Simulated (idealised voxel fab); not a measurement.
Process module in this document: voxel wiring stack
The cross-section on display is named cut; it measures 265 nm wide, and its cells are 5 nm squares.
If you're reading a cross-section in this doc, picture square cells in a grid; it comes to you as bands, top ones listed first down to the bottom, and a band can be one or more rows of cells.
A band entry consists of two parts. The first gives the height of the band's top and the height of its bottom, in nm. The rest lists the band's materials from left to right, each with its width in nm. A single material labelled with the word "throughout" fills the band from edge to edge, and the word "empty" marks empty space.
The level at which height equals 0 is the one under which the wafer, as it arrives, is entirely one material. No lower edge exists for the bottom band, which continues downward and is notated as in "z 0 and below".
A width given as "30 to 40" starts at the first number in the band's top row and ends at the second number in its bottom row, shifting by an equal amount at every step from row to row.
Reading "left unchanged" for a step: not a cell of the cross-section changed in it.
Empty spaces counting at least 8 cells and having no open way to the top are listed in "Sealed void list". The notation width x height at distance is used for each, the distance being from the left edge and all three values in nm.
Note: text after step settings on the step line = simulator remark on that step.
What "overlay nm" on a step's line means: if the step has a mask, that mask lay this far to the right of its planned place, or, when the value is negative, to the left.
Read each pair as before and after one process step. The after cross-section shows only down to the lowest band that changed. The step between them and its settings are given below the pair. Pairs can come from different runs of this module on the same starting wafer. A pair continues from the pair above only where its "Incoming profile" entry says so.
Incoming profile:
* z 155 to 145 | aC (50) / empty (15) / aC (75) / empty (15) / aC (110)
* z 145 to 115 | SiO2 (50) / empty (15) / SiO2 (75) / empty (15) / SiO2 (110)
* z 115 to 110 | SiCN throughout
* z 110 to 100 | SiO2 (50) / TiN (5 to 10) / Cu (10 to 5) / TiN (5) / SiO2 (25) / TiN (5 to 10) / Cu (10 to 5) / TiN (5) / SiO2 (25) / TiN (5 to 10) / Cu (10 to 5) / TiN (5) / SiO2 (25) / TiN (5 to 10) / Cu (10 to 5) / TiN (5) / SiO2 (60)
* z 100 to 95 | SiO2 (55) / TiN (15) / SiO2 (30) / TiN (15) / SiO2 (30) / TiN (15) / SiO2 (30) / TiN (15) / SiO2 (60)
* z 95 to 85 | SiO2 (55) / TiN (10) / SiO2 (35) / TiN (10) / SiO2 (35) / TiN (10) / SiO2 (35) / TiN (10) / SiO2 (65)
* z 85 to 80 | SiCN (55) / TiN (10) / SiCN (35) / TiN (10) / SiCN (35) / TiN (10) / SiCN (35) / TiN (10) / SiCN (65)
* z 80 to 60 | SiO2 (50) / TiN (5) / Cu (15) / TiN (5) / SiO2 (20) / TiN (5) / Cu (15) / TiN (5) / SiO2 (20) / TiN (5) / Cu (15) / TiN (5) / SiO2 (20) / TiN (5) / Cu (15) / TiN (5) / SiO2 (55)
* z 60 to 55 | SiN (50) / TiN (25) / SiN (20) / TiN (25) / SiN (20) / TiN (25) / SiN (20) / TiN (25) / SiN (55)
* z 55 to 45 | SiO2 (50) / Ru (15) / SiO2 (75) / Ru (15) / SiO2 (110)
* z 45 to 40 | SiCN (50) / Ru (15) / SiCN (75) / Ru (15) / SiCN (110)
* z 40 to 35 | SiCN (45) / Ru (35) / SiCN (10) / Ru (35) / SiCN (10) / Ru (35) / SiCN (10) / Ru (35) / SiCN (50)
* z 35 to 20 | lowk (50) / TiN (5) / Cu (15) / TiN (5) / lowk (20) / TiN (5) / Cu (15) / TiN (5) / lowk (20) / TiN (5) / Cu (15) / TiN (5) / lowk (20) / TiN (5) / Cu (15) / TiN (5) / lowk (55)
* z 20 to 15 | SiN (50) / TiN (25) / SiN (20) / TiN (25) / SiN (20) / TiN (25) / SiN (20) / TiN (25) / SiN (55)
* z 15 to 0 | SiO2 throughout
* z 0 and below | Si throughout
* Sealed void list: none
Resulting Structure:
* z 145 to 115 | SiO2 (50) / empty (15) / SiO2 (75) / empty (15) / SiO2 (110)
* For the remainder of the cross-section, below 115, there is no change.
* Sealed void list: none
Step, before to after (see cross-sections above): STRIP with etch materials aC
Incoming profile: Please consult the pair immediately above; the cross-section it shows after its step is the state before this step.
Resulting Structure:
* z 145 to 125 | SiO2 (50) / empty (25) / SiO2 (20) / empty (25) / SiO2 (20) / empty (25) / SiO2 (20) / empty (25) / SiO2 (55)
* For the remainder of the cross-section, below 125, there is no change.
* Sealed void list: none
Step, before to after (see cross-sections above): MASKED_ETCH with tone open, mask id METAL_4, width nm 25, pitch nm 45, etch materials SiO2, depth nm 20, overlay nm 0
Incoming profile: Please consult the pair immediately above; the cross-section it shows after its step is the state before this step.
Resulting Structure:
* z 145 to 125 | SiO2 (50) / empty (25) / SiO2 (20) / empty (25) / SiO2 (20) / empty (25) / SiO2 (20) / empty (25) / SiO2 (55)
* z 125 to 115 | SiO2 (50) / empty (15) / SiO2 (75) / empty (15) / SiO2 (110)
* z 115 to 110 | SiCN (50) / empty (15) / SiCN (75) / empty (15) / SiCN (110)
* For the remainder of the cross-section, below 110, there is no change.
* Sealed void list: none
Step, before to after (see cross-sections above): MASKED_ETCH with tone open, mask id METAL_4, width nm 25, pitch nm 45, etch materials SiCN, depth nm 5, overlay nm 0
Incoming profile: Please consult the pair immediately above; the cross-section it shows after its step is the state before this step.
Resulting Structure:
* z 150 to 145 | TiN (55) / empty (15) / TiN (30) / empty (15) / TiN (30) / empty (15) / TiN (30) / empty (15) / TiN (60)
* z 145 to 130 | SiO2 (50) / TiN (5) / empty (15) / TiN (5) / SiO2 (20) / TiN (5) / empty (15) / TiN (5) / SiO2 (20) / TiN (5) / empty (15) / TiN (5) / SiO2 (20) / TiN (5) / empty (15) / TiN (5) / SiO2 (55)
* z 130 to 125 | SiO2 (50) / TiN (5) / empty (5) / TiN (15) / SiO2 (20) / TiN (25) / SiO2 (20) / TiN (5) / empty (5) / TiN (15) / SiO2 (20) / TiN (25) / SiO2 (55)
* z 125 to 115 | SiO2 (50) / TiN (5) / empty (5) / TiN (5) / SiO2 (75) / TiN (5) / empty (5) / TiN (5) / SiO2 (110)
* z 115 to 110 | SiCN (50) / TiN (15) / SiCN (75) / TiN (15) / SiCN (110)
* For the remainder of the cross-section, below 110, there is no change.
* Sealed void list: none
Step, before to after (see cross-sections above): CONFORMAL_DEP with material TiN, thk nm 5
Incoming profile: Please consult the pair immediately above; the cross-section it shows after its step is the state before this step.
Resulting Structure:
* z 160 to 150 | Ru throughout
* z 150 to 145 | TiN (55) / Ru (15) / TiN (30) / Ru (15) / TiN (30) / Ru (15) / TiN (30) / Ru (15) / TiN (60)
* z 145 to 130 | SiO2 (50) / TiN (5) / Ru (15) / TiN (5) / SiO2 (20) / TiN (5) / Ru (15) / TiN (5) / SiO2 (20) / TiN (5) / Ru (15) / TiN (5) / SiO2 (20) / TiN (5) / Ru (15) / TiN (5) / SiO2 (55)
* z 130 to 125 | SiO2 (50) / TiN (5) / Ru (5) / TiN (15) / SiO2 (20) / TiN (25) / SiO2 (20) / TiN (5) / Ru (5) / TiN (15) / SiO2 (20) / TiN (25) / SiO2 (55)
* z 125 to 115 | SiO2 (50) / TiN (5) / Ru (5) / TiN (5) / SiO2 (75) / TiN (5) / Ru (5) / TiN (5) / SiO2 (110)
* For the remainder of the cross-section, below 115, there is no change.
* Sealed void list: none
Step, before to after (see cross-sections above): FILL_DEP with material Ru, thk nm 10
Incoming profile: Please consult the pair immediately above; the cross-section it shows after its step is the state before this step.
Resulting Structure:
* z 145 to 130 | SiO2 (50) / TiN (5) / Ru (15) / TiN (5) / SiO2 (20) / TiN (5) / Ru (15) / TiN (5) / SiO2 (20) / TiN (5) / Ru (15) / TiN (5) / SiO2 (20) / TiN (5) / Ru (15) / TiN (5) / SiO2 (55)
* For the remainder of the cross-section, below 130, there is no change.
* Sealed void list: none
Step, before to after (see cross-sections above): CMP with height nm 145
Incoming profile: Please consult the pair immediately above; the cross-section it shows after its step is the state before this step.
Resulting Structure:
* z 150 to 145 | SiCN throughout
* For the remainder of the cross-section, below 145, there is no change.
* Sealed void list: none
Step, before to after (see cross-sections above): CONFORMAL_DEP with material SiCN, thk nm 5
Incoming profile:
* z 120 to 110 | aC (50) / empty (25) / aC (20) / empty (25) / aC (20) / empty (25) / aC (20) / empty (25) / aC (55)
* z 110 to 105 | SiO2 (50) / empty (25) / SiO2 (20) / empty (25) / SiO2 (20) / empty (25) / SiO2 (20) / empty (25) / SiO2 (55)
* z 105 to 95 | SiO2 (50) / aC (25) / SiO2 (20) / aC (25) / SiO2 (20) / aC (25) / SiO2 (20) / aC (25) / SiO2 (55)
* z 95 to 85 | SiO2 throughout
* z 85 to 80 | SiCN throughout
* z 80 to 60 | SiO2 (50) / TiN (5) / Cu (15) / TiN (5) / SiO2 (20) / TiN (5) / Cu (15) / TiN (5) / SiO2 (20) / TiN (5) / Cu (15) / TiN (5) / SiO2 (20) / TiN (5) / Cu (15) / TiN (5) / SiO2 (55)
* z 60 to 55 | SiN (50) / TiN (25) / SiN (20) / TiN (25) / SiN (20) / TiN (25) / SiN (20) / TiN (25) / SiN (55)
* z 55 to 45 | SiO2 (50) / Ru (15) / SiO2 (75) / Ru (15) / SiO2 (110)
* z 45 to 40 | SiCN (50) / Ru (15) / SiCN (75) / Ru (15) / SiCN (110)
* z 40 to 35 | SiCN (45) / Ru (35) / SiCN (10) / Ru (35) / SiCN (10) / Ru (35) / SiCN (10) / Ru (35) / SiCN (50)
* z 35 to 20 | lowk (50) / TiN (5) / Cu (15) / TiN (5) / lowk (20) / TiN (5) / Cu (15) / TiN (5) / lowk (20) / TiN (5) / Cu (15) / TiN (5) / lowk (20) / TiN (5) / Cu (15) / TiN (5) / lowk (55)
* z 20 to 15 | SiN (50) / TiN (25) / SiN (20) / TiN (25) / SiN (20) / TiN (25) / SiN (20) / TiN (25) / SiN (55)
* z 15 to 0 | SiO2 throughout
* z 0 and below | Si throughout
* Sealed void list: none
Resulting Structure:
* z 150 to 120 | resist (45) / empty (15) / resist (30) / empty (15) / resist (30) / empty (15) / resist (30) / empty (15) / resist (70)
* z 120 to 110 | aC (50) / empty (10) / resist (15) / aC (20) / empty (10) / resist (15) / aC (20) / empty (10) / resist (15) / aC (20) / empty (10) / resist (15) / aC (55)
* z 110 to 105 | SiO2 (50) / empty (10) / resist (15) / SiO2 (20) / empty (10) / resist (15) / SiO2 (20) / empty (10) / resist (15) / SiO2 (20) / empty (10) / resist (15) / SiO2 (55)
* For the remainder of the cross-section, below 105, there is no change.
* Sealed void list: none
Step, before to after (see cross-sections above): PATTERN with tone open, mask id METAL_3_HOLES, material resist, width nm 15, pitch nm 45, thk nm 30, overlay nm -5
Incoming profile: Please consult the pair immediately above; the cross-section it shows after its step is the state before this step.
Resulting Structure:
* z 140 to 120 | resist (45) / empty (15) / resist (30) / empty (15) / resist (30) / empty (15) / resist (30) / empty (15) / resist (70)
* z 120 to 110 | aC (45) / empty (15) / resist (15) / aC (15) / empty (15) / resist (15) / aC (15) / empty (15) / resist (15) / aC (15) / empty (15) / resist (15) / aC (55)
* z 110 to 105 | SiO2 (50) / empty (10) / resist (15) / SiO2 (20) / empty (10) / resist (15) / SiO2 (20) / empty (10) / resist (15) / SiO2 (20) / empty (10) / resist (15) / SiO2 (55)
* z 105 to 95 | SiO2 (50) / empty (10) / aC (15) / SiO2 (20) / empty (10) / aC (15) / SiO2 (20) / empty (10) / aC (15) / SiO2 (20) / empty (10) / aC (15) / SiO2 (55)
* For the remainder of the cross-section, below 95, there is no change.
* Sealed void list: none
Step, before to after (see cross-sections above): DIRECTIONAL_ETCH with etch materials aC, depth nm 10
Incoming profile: Please consult the pair immediately above; the cross-section it shows after its step is the state before this step.
Resulting Structure:
* z 120 to 110 | aC (45) / empty (30) / aC (15) / empty (30) / aC (15) / empty (30) / aC (15) / empty (30) / aC (55)
* z 110 to 105 | SiO2 (50) / empty (25) / SiO2 (20) / empty (25) / SiO2 (20) / empty (25) / SiO2 (20) / empty (25) / SiO2 (55)
* For the remainder of the cross-section, below 105, there is no change.
* Sealed void list: none
Step, before to after (see cross-sections above): STRIP with etch materials resist
Incoming profile: Please consult the pair immediately above; the cross-section it shows after its step is the state before this step.
Resulting Structure:
* z 120 to 110 | aC (45) / empty (30) / aC (15) / empty (30) / aC (15) / empty (30) / aC (15) / empty (30) / aC (55)
* z 110 to 105 | SiO2 (45) / empty (30) / SiO2 (15) / empty (30) / SiO2 (15) / empty (30) / SiO2 (15) / empty (30) / SiO2 (55)
* z 105 to 95 | SiO2 (45 to 50) / empty (15 to 10) / aC (15) / SiO2 (15 to 20) / empty (15 to 10) / aC (15) / SiO2 (15 to 20) / empty (15 to 10) / aC (15) / SiO2 (15 to 20) / empty (15 to 10) / aC (15) / SiO2 (55)
* z 95 to 85 | SiO2 (50) / empty (10) / SiO2 (35) / empty (10) / SiO2 (35) / empty (10) / SiO2 (35) / empty (10) / SiO2 (70)
* For the remainder of the cross-section, below 85, there is no change.
* Sealed void list: none
Step, before to after (see cross-sections above): DIRECTIONAL_ETCH with etch materials SiO2, depth nm 10
Incoming profile: Please consult the pair immediately above; the cross-section it shows after its step is the state before this step.
Resulting Structure:
* z 120 to 110 | aC (45) / empty (30) / aC (15) / empty (30) / aC (15) / empty (30) / aC (15) / empty (30) / aC (55)
* z 110 to 105 | SiO2 (45) / empty (30) / SiO2 (15) / empty (30) / SiO2 (15) / empty (30) / SiO2 (15) / empty (30) / SiO2 (55)
* z 105 to 95 | SiO2 (45 to 50) / empty (15 to 10) / aC (15) / SiO2 (15 to 20) / empty (15 to 10) / aC (15) / SiO2 (15 to 20) / empty (15 to 10) / aC (15) / SiO2 (15 to 20) / empty (15 to 10) / aC (15) / SiO2 (55)
* z 95 to 85 | SiO2 (50) / empty (10) / SiO2 (35) / empty (10) / SiO2 (35) / empty (10) / SiO2 (35) / empty (10) / SiO2 (70)
* z 85 to 80 | SiCN (50) / empty (10) / SiCN (35) / empty (10) / SiCN (35) / empty (10) / SiCN (35) / empty (10) / SiCN (70)
* For the remainder of the cross-section, below 80, there is no change.
* Sealed void list: none
Step, before to after (see cross-sections above): DIRECTIONAL_ETCH with etch materials SiCN, depth nm 5
Incoming profile: Please consult the pair immediately above; the cross-section it shows after its step is the state before this step.
Resulting Structure:
* z 110 to 100 | SiO2 (45) / empty (30) / SiO2 (15) / empty (30) / SiO2 (15) / empty (30) / SiO2 (15) / empty (30) / SiO2 (55)
* z 100 to 95 | SiO2 (50) / empty (25) / SiO2 (20) / empty (25) / SiO2 (20) / empty (25) / SiO2 (20) / empty (25) / SiO2 (55)
* For the remainder of the cross-section, below 95, there is no change.
* Sealed void list: none
Step, before to after (see cross-sections above): STRIP with etch materials aC
Incoming profile: Please consult the pair immediately above; the cross-section it shows after its step is the state before this step.
Resulting Structure:
* z 115 to 110 | TiN (50) / empty (20) / TiN (25) / empty (20) / TiN (25) / empty (20) / TiN (25) / empty (20) / TiN (60)
* z 110 to 100 | SiO2 (45) / TiN (5 to 10) / empty (20 to 15) / TiN (5) / SiO2 (15) / TiN (5 to 10) / empty (20 to 15) / TiN (5) / SiO2 (15) / TiN (5 to 10) / empty (20 to 15) / TiN (5) / SiO2 (15) / TiN (5 to 10) / empty (20 to 15) / TiN (5) / SiO2 (55)
* z 100 to 95 | SiO2 (50) / TiN (25) / SiO2 (20) / TiN (25) / SiO2 (20) / TiN (25) / SiO2 (20) / TiN (25) / SiO2 (55)
* z 95 to 85 | SiO2 (50) / TiN (10) / SiO2 (35) / TiN (10) / SiO2 (35) / TiN (10) / SiO2 (35) / TiN (10) / SiO2 (70)
* z 85 to 80 | SiCN (50) / TiN (10) / SiCN (35) / TiN (10) / SiCN (35) / TiN (10) / SiCN (35) / TiN (10) / SiCN (70)
* For the remainder of the cross-section, below 80, there is no change.
* Sealed void list: none
Step, before to after (see cross-sections above): CONFORMAL_DEP with material TiN, thk nm 5
Incoming profile: Please consult the pair immediately above; the cross-section it shows after its step is the state before this step.
Resulting Structure:
* z 125 to 115 | Cu throughout
* z 115 to 110 | TiN (50) / Cu (20) / TiN (25) / Cu (20) / TiN (25) / Cu (20) / TiN (25) / Cu (20) / TiN (60)
* z 110 to 100 | SiO2 (45) / TiN (5 to 10) / Cu (20 to 15) / TiN (5) / SiO2 (15) / TiN (5 to 10) / Cu (20 to 15) / TiN (5) / SiO2 (15) / TiN (5 to 10) / Cu (20 to 15) / TiN (5) / SiO2 (15) / TiN (5 to 10) / Cu (20 to 15) / TiN (5) / SiO2 (55)
* For the remainder of the cross-section, below 100, there is no change.
* Sealed void list: none
Step, before to after (see cross-sections above): FILL_DEP with material Cu, thk nm 10
Incoming profile: Please consult the pair immediately above; the cross-section it shows after its step is the state before this step.
Resulting Structure:
* z 110 to 100 | SiO2 (45) / TiN (5 to 10) / Cu (20 to 15) / TiN (5) / SiO2 (15) / TiN (5 to 10) / Cu (20 to 15) / TiN (5) / SiO2 (15) / TiN (5 to 10) / Cu (20 to 15) / TiN (5) / SiO2 (15) / TiN (5 to 10) / Cu (20 to 15) / TiN (5) / SiO2 (55)
* For the remainder of the cross-section, below 100, there is no change.
* Sealed void list: none
Step, before to after (see cross-sections above): CMP with height nm 110
Incoming profile: Please consult the pair immediately above; the cross-section it shows after its step is the state before this step.
Resulting Structure:
* z 115 to 110 | SiCN throughout
* For the remainder of the cross-section, below 110, there is no change.
* Sealed void list: none
Step, before to after (see cross-sections above): CONFORMAL_DEP with material SiCN, thk nm 5
Incoming profile: Please consult the pair immediately above; the cross-section it shows after its step is the state before this step.
Resulting Structure:
* z 145 to 115 | SiO2 throughout
* For the remainder of the cross-section, below 115, there is no change.
* Sealed void list: none
Step, before to after (see cross-sections above): DIRECTIONAL_DEP with material SiO2, thk nm 30
Incoming profile: Please consult the pair immediately above; the cross-section it shows after its step is the state before this step.
Resulting Structure:
* z 155 to 145 | aC throughout
* For the remainder of the cross-section, below 145, there is no change.
* Sealed void list: none
Step, before to after (see cross-sections above): DIRECTIONAL_DEP with material aC, thk nm 10
Incoming profile: Please consult the pair immediately above; the cross-section it shows after its step is the state before this step.
Resulting Structure:
* z 180 to 155 | resist (50) / empty (15) / resist (75) / empty (15) / resist (110)
* For the remainder of the cross-section, below 155, there is no change.
* Sealed void list: none
Step, before to after (see cross-sections above): PATTERN with tone open, mask id METAL_4_HOLES, material resist, width nm 15, pitch nm 90, thk nm 25, overlay nm 0
Incoming profile: Please consult the pair immediately above; the cross-section it shows after its step is the state before this step.
Resulting Structure:
* z 170 to 155 | resist (50) / empty (15) / resist (75) / empty (15) / resist (110)
* z 155 to 145 | aC (50) / empty (15) / aC (75) / empty (15) / aC (110)
* For the remainder of the cross-section, below 145, there is no change.
* Sealed void list: none
Step, before to after (see cross-sections above): DIRECTIONAL_ETCH with etch materials aC, depth nm 10
Incoming profile: Please consult the pair immediately above; the cross-section it shows after its step is the state before this step.
Resulting Structure:
* z 155 to 145 | aC (50) / empty (15) / aC (75) / empty (15) / aC (110)
* For the remainder of the cross-section, below 145, there is no change.
* Sealed void list: none
Step, before to after (see cross-sections above): STRIP with etch materials resist
Incoming profile: Please consult the pair immediately above; the cross-section it shows after its step is the state before this step.
Resulting Structure:
* z 155 to 145 | aC (50) / empty (15) / aC (75) / empty (15) / aC (110)
* z 145 to 115 | SiO2 (50) / empty (15) / SiO2 (75) / empty (15) / SiO2 (110)
* For the remainder of the cross-section, below 115, there is no change.
* Sealed void list: none
Step, before to after (see cross-sections above): DIRECTIONAL_ETCH with etch materials SiO2, depth nm 30
Incoming profile: Please consult the pair immediately above; the cross-section it shows after its step is the state before this step.
Resulting Structure:
* z 145 to 115 | SiO2 (50) / empty (15) / SiO2 (75) / empty (15) / SiO2 (110)
* For the remainder of the cross-section, below 115, there is no change.
* Sealed void list: none
Step, before to after (see cross-sections above): STRIP with etch materials aC
Incoming profile: Please consult the pair immediately above; the cross-section it shows after its step is the state before this step.
Resulting Structure:
* z 145 to 125 | SiO2 (50) / empty (25) / SiO2 (20) / empty (25) / SiO2 (20) / empty (25) / SiO2 (20) / empty (25) / SiO2 (55)
* For the remainder of the cross-section, below 125, there is no change.
* Sealed void list: none
Step, before to after (see cross-sections above): MASKED_ETCH with tone open, mask id METAL_4, width nm 25, pitch nm 45, etch materials SiO2, depth nm 20, overlay nm 0
Incoming profile: Please consult the pair immediately above; the cross-section it shows after its step is the state before this step.
Resulting Structure:
* z 145 to 125 | SiO2 (50) / empty (25) / SiO2 (20) / empty (25) / SiO2 (20) / empty (25) / SiO2 (20) / empty (25) / SiO2 (55)
* z 125 to 115 | SiO2 (50) / empty (15) / SiO2 (75) / empty (15) / SiO2 (110)
* z 115 to 110 | SiCN (50) / empty (15) / SiCN (75) / empty (15) / SiCN (110)
* For the remainder of the cross-section, below 110, there is no change.
* Sealed void list: none
Step, before to after (see cross-sections above): MASKED_ETCH with tone open, mask id METAL_4, width nm 25, pitch nm 45, etch materials SiCN, depth nm 5, overlay nm 0
Incoming profile: Please consult the pair immediately above; the cross-section it shows after its step is the state before this step.
Resulting Structure:
* z 150 to 145 | TiN (55) / empty (15) / TiN (30) / empty (15) / TiN (30) / empty (15) / TiN (30) / empty (15) / TiN (60)
* z 145 to 130 | SiO2 (50) / TiN (5) / empty (15) / TiN (5) / SiO2 (20) / TiN (5) / empty (15) / TiN (5) / SiO2 (20) / TiN (5) / empty (15) / TiN (5) / SiO2 (20) / TiN (5) / empty (15) / TiN (5) / SiO2 (55)
* z 130 to 125 | SiO2 (50) / TiN (5) / empty (5) / TiN (15) / SiO2 (20) / TiN (25) / SiO2 (20) / TiN (5) / empty (5) / TiN (15) / SiO2 (20) / TiN (25) / SiO2 (55)
* z 125 to 115 | SiO2 (50) / TiN (5) / empty (5) / TiN (5) / SiO2 (75) / TiN (5) / empty (5) / TiN (5) / SiO2 (110)
* z 115 to 110 | SiCN (50) / TiN (15) / SiCN (75) / TiN (15) / SiCN (110)
* For the remainder of the cross-section, below 110, there is no change.
* Sealed void list: none
Step, before to after (see cross-sections above): CONFORMAL_DEP with material TiN, thk nm 5
Incoming profile: Please consult the pair immediately above; the cross-section it shows after its step is the state before this step.
Resulting Structure:
* z 160 to 150 | Ru throughout
* z 150 to 145 | TiN (55) / Ru (15) / TiN (30) / Ru (15) / TiN (30) / Ru (15) / TiN (30) / Ru (15) / TiN (60)
* z 145 to 130 | SiO2 (50) / TiN (5) / Ru (15) / TiN (5) / SiO2 (20) / TiN (5) / Ru (15) / TiN (5) / SiO2 (20) / TiN (5) / Ru (15) / TiN (5) / SiO2 (20) / TiN (5) / Ru (15) / TiN (5) / SiO2 (55)
* z 130 to 125 | SiO2 (50) / TiN (5) / Ru (5) / TiN (15) / SiO2 (20) / TiN (25) / SiO2 (20) / TiN (5) / Ru (5) / TiN (15) / SiO2 (20) / TiN (25) / SiO2 (55)
* z 125 to 115 | SiO2 (50) / TiN (5) / Ru (5) / TiN (5) / SiO2 (75) / TiN (5) / Ru (5) / TiN (5) / SiO2 (110)
* For the remainder of the cross-section, below 115, there is no change.
* Sealed void list: none
Step, before to after (see cross-sections above): FILL_DEP with material Ru, thk nm 10
Incoming profile: Please consult the pair immediately above; the cross-section it shows after its step is the state before this step.
Resulting Structure:
* z 145 to 130 | SiO2 (50) / TiN (5) / Ru (15) / TiN (5) / SiO2 (20) / TiN (5) / Ru (15) / TiN (5) / SiO2 (20) / TiN (5) / Ru (15) / TiN (5) / SiO2 (20) / TiN (5) / Ru (15) / TiN (5) / SiO2 (55)
* For the remainder of the cross-section, below 130, there is no change.
* Sealed void list: none
Step, before to after (see cross-sections above): CMP with height nm 145
Incoming profile: Please consult the pair immediately above; the cross-section it shows after its step is the state before this step.
Resulting Structure:
* z 150 to 145 | SiCN throughout
* For the remainder of the cross-section, below 145, there is no change.
* Sealed void list: none
Step, before to after (see cross-sections above): CONFORMAL_DEP with material SiCN, thk nm 5
Incoming profile:
* z 110 to 100 | SiO2 (50) / TiN (5) / Cu (15) / TiN (5) / SiO2 (20) / TiN (5) / Cu (15) / TiN (5) / SiO2 (20) / TiN (5) / Cu (15) / TiN (5) / SiO2 (20) / TiN (5) / Cu (15) / TiN (5) / SiO2 (55)
* z 100 to 95 | SiO2 (50) / TiN (5) / Cu (5) / TiN (15) / SiO2 (20) / TiN (5) / Cu (5) / TiN (15) / SiO2 (20) / TiN (5) / Cu (5) / TiN (15) / SiO2 (20) / TiN (5) / Cu (5) / TiN (15) / SiO2 (55)
* z 95 to 85 | SiO2 (50) / TiN (5) / Cu (5) / TiN (5) / SiO2 (30) / TiN (5) / Cu (5) / TiN (5) / SiO2 (30) / TiN (5) / Cu (5) / TiN (5) / SiO2 (30) / TiN (5) / Cu (5) / TiN (5) / SiO2 (65)
* z 85 to 80 | SiCN (50) / TiN (15) / SiCN (30) / TiN (15) / SiCN (30) / TiN (15) / SiCN (30) / TiN (15) / SiCN (65)
* z 80 to 60 | SiO2 (50) / TiN (5) / Cu (15) / TiN (5) / SiO2 (20) / TiN (5) / Cu (15) / TiN (5) / SiO2 (20) / TiN (5) / Cu (15) / TiN (5) / SiO2 (20) / TiN (5) / Cu (15) / TiN (5) / SiO2 (55)
* z 60 to 55 | SiN (50) / TiN (25) / SiN (20) / TiN (25) / SiN (20) / TiN (25) / SiN (20) / TiN (25) / SiN (55)
* z 55 to 45 | SiO2 (50) / Ru (15) / SiO2 (75) / Ru (15) / SiO2 (110)
* z 45 to 40 | SiCN (50) / Ru (15) / SiCN (75) / Ru (15) / SiCN (110)
* z 40 to 35 | SiCN (45) / Ru (35) / SiCN (10) / Ru (35) / SiCN (10) / Ru (35) / SiCN (10) / Ru (35) / SiCN (50)
* z 35 to 20 | lowk (50) / TiN (5) / Cu (15) / TiN (5) / lowk (20) / TiN (5) / Cu (15) / TiN (5) / lowk (20) / TiN (5) / Cu (15) / TiN (5) / lowk (20) / TiN (5) / Cu (15) / TiN (5) / lowk (55)
* z 20 to 15 | SiN (50) / TiN (25) / SiN (20) / TiN (25) / SiN (20) / TiN (25) / SiN (20) / TiN (25) / SiN (55)
* z 15 to 0 | SiO2 throughout
* z 0 and below | Si throughout
* Sealed void list: none
Resulting Structure:
* z 115 to 110 | lowk throughout
* For the remainder of the cross-section, below 110, there is no change.
* Sealed void list: none
Step, before to after (see cross-sections above): CONFORMAL_DEP with material lowk, thk nm 5
Incoming profile: Please consult the pair immediately above; the cross-section it shows after its step is the state before this step.
Resulting Structure:
* z 145 to 115 | SiO2 throughout
* For the remainder of the cross-section, below 115, there is no change.
* Sealed void list: none
Step, before to after (see cross-sections above): DIRECTIONAL_DEP with material SiO2, thk nm 30
Incoming profile: Please consult the pair immediately above; the cross-section it shows after its step is the state before this step.
Resulting Structure:
* z 155 to 145 | aC throughout
* For the remainder of the cross-section, below 145, there is no change.
* Sealed void list: none
Step, before to after (see cross-sections above): DIRECTIONAL_DEP with material aC, thk nm 10
Incoming profile: Please consult the pair immediately above; the cross-section it shows after its step is the state before this step.
Resulting Structure:
* z 180 to 155 | resist (50) / empty (15) / resist (75) / empty (15) / resist (110)
* For the remainder of the cross-section, below 155, there is no change.
* Sealed void list: none
Step, before to after (see cross-sections above): PATTERN with tone open, mask id METAL_4_HOLES, material resist, width nm 15, pitch nm 90, thk nm 25, overlay nm 0
Incoming profile: Please consult the pair immediately above; the cross-section it shows after its step is the state before this step.
Resulting Structure:
* z 170 to 155 | resist (50) / empty (15) / resist (75) / empty (15) / resist (110)
* z 155 to 145 | aC (50) / empty (15) / aC (75) / empty (15) / aC (110)
* For the remainder of the cross-section, below 145, there is no change.
* Sealed void list: none
Step, before to after (see cross-sections above): DIRECTIONAL_ETCH with etch materials aC, depth nm 10
Incoming profile: Please consult the pair immediately above; the cross-section it shows after its step is the state before this step.
Resulting Structure:
* z 155 to 145 | aC (50) / empty (15) / aC (75) / empty (15) / aC (110)
* For the remainder of the cross-section, below 145, there is no change.
* Sealed void list: none
Step, before to after (see cross-sections above): STRIP with etch materials resist
Incoming profile: Please consult the pair immediately above; the cross-section it shows after its step is the state before this step.
Resulting Structure:
* z 155 to 145 | aC (50) / empty (15) / aC (75) / empty (15) / aC (110)
* z 145 to 115 | SiO2 (50) / empty (15) / SiO2 (75) / empty (15) / SiO2 (110)
* For the remainder of the cross-section, below 115, there is no change.
* Sealed void list: none
Step, before to after (see cross-sections above): DIRECTIONAL_ETCH with etch materials SiO2, depth nm 30
Incoming profile: Please consult the pair immediately above; the cross-section it shows after its step is the state before this step.
Resulting Structure:
* z 145 to 115 | SiO2 (50) / empty (15) / SiO2 (75) / empty (15) / SiO2 (110)
* For the remainder of the cross-section, below 115, there is no change.
* Sealed void list: none
Step, before to after (see cross-sections above): STRIP with etch materials aC
Incoming profile: Please consult the pair immediately above; the cross-section it shows after its step is the state before this step.
Resulting Structure:
* z 145 to 125 | SiO2 (50) / empty (25) / SiO2 (20) / empty (25) / SiO2 (20) / empty (25) / SiO2 (20) / empty (25) / SiO2 (55)
* For the remainder of the cross-section, below 125, there is no change.
* Sealed void list: none
Step, before to after (see cross-sections above): MASKED_ETCH with tone open, mask id METAL_4, width nm 25, pitch nm 45, etch materials SiO2, depth nm 20, overlay nm 0
Incoming profile: Please consult the pair immediately above; the cross-section it shows after its step is the state before this step.
Resulting Structure:
* z 150 to 145 | TiN (55) / empty (15) / TiN (30) / empty (15) / TiN (30) / empty (15) / TiN (30) / empty (15) / TiN (60)
* z 145 to 130 | SiO2 (50) / TiN (5) / empty (15) / TiN (5) / SiO2 (20) / TiN (5) / empty (15) / TiN (5) / SiO2 (20) / TiN (5) / empty (15) / TiN (5) / SiO2 (20) / TiN (5) / empty (15) / TiN (5) / SiO2 (55)
* z 130 to 125 | SiO2 (50) / TiN (5) / empty (5) / TiN (15) / SiO2 (20) / TiN (25) / SiO2 (20) / TiN (5) / empty (5) / TiN (15) / SiO2 (20) / TiN (25) / SiO2 (55)
* z 125 to 120 | SiO2 (50) / TiN (5) / empty (5) / TiN (5) / SiO2 (75) / TiN (5) / empty (5) / TiN (5) / SiO2 (110)
* z 120 to 115 | SiO2 (50) / TiN (15) / SiO2 (75) / TiN (15) / SiO2 (110)
* For the remainder of the cross-section, below 115, there is no change.
* Sealed void list: none
Step, before to after (see cross-sections above): CONFORMAL_DEP with material TiN, thk nm 5
